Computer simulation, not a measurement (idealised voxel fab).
process module | voxel released beams
cross-section cut | 155 nm wide | cells 5 nm
A cross-section is a grid of square cells, given in bands from the top down. A band is one or more rows of cells.
Each band's line starts with the height of the band's top and of its bottom, in nm. Then come its materials from left to right, each with its width in nm. One material with "throughout" fills the band from edge to edge. "air" is empty space.
Height 0 is the level under which the wafer as received is all one material. The lowest band goes on downwards, as in "0 down".
A width such as "30 to 40" changes by the same amount from each row of cells to the next, from the band's top row to its bottom row.
"no change" after a step means that no cell of the cross-section changed.
closed voids: empty space of 8 cells or more with no open way to the top, each as width x height at its distance from the left edge, in nm
after a step's settings: what the simulator itself notes on the step
overlay nm, on a step with a mask: how far to the right of its planned place the mask lay; to the left if negative
plan
1 op RECEIVE | material Si
2 op CONFORMAL_DEP | material Al2O3 | thk nm 5
3 op DIRECTIONAL_DEP | material SiO2 | thk nm 10
4 op DIRECTIONAL_DEP | material aC | thk nm 15
5 op PATTERN | tone open | mask id ANCHOR | material resist | width nm 40 | thk nm 35 | overlay nm 0
6 op DIRECTIONAL_ETCH | etch materials aC | depth nm 15
7 op STRIP | etch materials resist
8 op DIRECTIONAL_ETCH | etch materials SiO2 | depth nm 10
9 op STRIP | etch materials aC
10 op CONFORMAL_DEP | material SiN | thk nm 15
11 op MASKED_ETCH | tone cover | mask id BEAM | width nm 100 | etch materials SiN | depth nm 15 | overlay nm 0
12 op STRIP | etch materials SiO2
as received, after step 1
  0 down: Si throughout
  closed voids: none
a wafer at the end: this start, this plan, one mistake
  30 to 15: air 25 | SiN 100 | air 30
  15 to 5: SiN throughout
  5 to 0: Al2O3 throughout
  0 down: Si throughout
  closed voids: none
what went wrong: step 3 ran as: op DIRECTIONAL_DEP | material SiN | thk nm 10
